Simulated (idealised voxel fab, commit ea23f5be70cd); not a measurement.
The process module that follows is named voxel self aligned vias.
Section cut is 285 nm wide and gridded with 5 nm square cells.
Cross-section spec: square-cell grid; bands listed top down; each band is one or more rows. Band: top height; bottom height; in nm. Then, left to right: material with width in nm, for each material. "full width": a single material spanning edge to edge. "blank": empty space. Ref level 0: as-received wafer is one material below here. Bottom band extends down with no lower bound ("0..down"). Per-row width for "30..40": begins at first number (top row of band), ends at second number (bottom row), increment between rows held constant. A step reported as "nothing altered" is a step in which no cell of the cross-section changed. Enclosed voids (no open way to top), threshold 8 cells or more, entry "Sealed void inventory", notation width x height at distance, distance from left edge, nm. That trailing text on a step's line, after the settings, is the simulator's own remark on the step. Among the settings permitted on a step's line is "overlay nm"; applied to a step with a mask, it specifies the extent to which the mask lay to the right of its planned position, whereas a negative figure signifies a position to the left.
-- Here's what the planned process steps look like
1: RECEIVE (material Si)
2: CONFORMAL_DEP (material SiO2; thk nm 10)
3: CONFORMAL_DEP (material SiCN; thk nm 5)
4: DIRECTIONAL_DEP (material SiO2; thk nm 25)
5: PATTERN (tone open; mask id LINES; material resist; width nm 20; pitch nm 55; thk nm 15; overlay nm 0)
6: DIRECTIONAL_ETCH (etch materials SiO2; depth nm 25)
7: STRIP (etch materials resist)
8: CONFORMAL_DEP (material TiN; thk nm 5)
9: FILL_DEP (material Ru; thk nm 5)
10: CMP (height nm 40)
11: SELECTIVE_ETCH (etch materials W Ru TiN; depth nm 10)
12: FILL_DEP (material SiN; thk nm 5)
13: CMP (height nm 40)
14: DIRECTIONAL_DEP (material SiO2; thk nm 20)
15: PATTERN (tone open; mask id VIAS; material resist; width nm 40; pitch nm 110; thk nm 20; overlay nm 0)
16: DIRECTIONAL_ETCH (etch materials SiO2; depth nm 20)
17: DIRECTIONAL_ETCH (etch materials SiN; depth nm 10)
18: STRIP (etch materials resist)
19: CONFORMAL_DEP (material TiN; thk nm 5)
20: FILL_DEP (material Ru; thk nm 5)
21: CMP (height nm 60)
22: CONFORMAL_DEP (material SiCN; thk nm 5)
-- Shown in cross-section is the wafer as received, that is, as it stands after step 1
	0..down  Si full width
	Sealed void inventory: none
-- Module complete - cross-section of the first of two wafers, run according to plan
	65..60  SiCN full width
	60..45  65 nm SiO2 / 5 nm TiN / 30 nm Ru / 5 nm TiN / 70 nm SiO2 / 5 nm TiN / 30 nm Ru / 5 nm TiN / 70 nm SiO2
	45..40  65 nm SiO2 / 15 nm TiN / 10 nm Ru / 15 nm TiN / 70 nm SiO2 / 15 nm TiN / 10 nm Ru / 15 nm TiN / 70 nm SiO2
	40..35  75 nm SiO2 / 5 nm TiN / 10 nm Ru / 5 nm TiN / 35 nm SiO2 / 20 nm SiN / 35 nm SiO2 / 5 nm TiN / 10 nm Ru / 5 nm TiN / 80 nm SiO2
	35..30  75 nm SiO2 / 20 nm TiN / 35 nm SiO2 / 20 nm SiN / 35 nm SiO2 / 20 nm TiN / 80 nm SiO2
	30..20  75 nm SiO2 / 5 nm TiN / 10 nm Ru / 5 nm TiN / 35 nm SiO2 / 5 nm TiN / 10 nm Ru / 5 nm TiN / 35 nm SiO2 / 5 nm TiN / 10 nm Ru / 5 nm TiN / 80 nm SiO2
	20..15  75 nm SiO2 / 20 nm TiN / 35 nm SiO2 / 20 nm TiN / 35 nm SiO2 / 20 nm TiN / 80 nm SiO2
	15..10  SiCN full width
	10..0  SiO2 full width
	0..down  Si full width
	Sealed void inventory: none
-- This cross-section belongs to the second wafer of two at the end of the module; the start and the plan were shared with the first, and the run included one mistake
	65..60  SiCN full width
	60..45  65 nm SiO2 / 5 nm TiN / 30 nm Ru / 5 nm TiN / 70 nm SiO2 / 5 nm TiN / 30 nm Ru / 5 nm TiN / 70 nm SiO2
	45..40  65 nm SiO2 / 40 nm TiN / 70 nm SiO2 / 40 nm TiN / 70 nm SiO2
	40..30  65 nm SiN / 10 nm TiN / 20 nm SiO2 / 10 nm TiN / 25 nm SiN / 20 nm SiO2 / 25 nm SiN / 10 nm TiN / 20 nm SiO2 / 10 nm TiN / 70 nm SiN
	30..20  70 nm Ru / 5 nm TiN / 20 nm SiO2 / 5 nm TiN / 25 nm Ru / 5 nm TiN / 20 nm SiO2 / 5 nm TiN / 25 nm Ru / 5 nm TiN / 20 nm SiO2 / 5 nm TiN / 75 nm Ru
	20..15  75 nm TiN / 20 nm SiO2 / 35 nm TiN / 20 nm SiO2 / 35 nm TiN / 20 nm SiO2 / 80 nm TiN
	15..10  SiCN full width
	10..0  SiO2 full width
	0..down  Si full width
	Sealed void inventory: none
Error vs. plan: off-plan run, step 5, actual operation and settings PATTERN (tone cover; mask id LINES; material resist; width nm 20; pitch nm 55; thk nm 15; overlay nm 0)
Final tally in cells, some materials are higher or lower on the second wafer than on the first: Ru +58; SiN +66; SiO2 -165; TiN +41
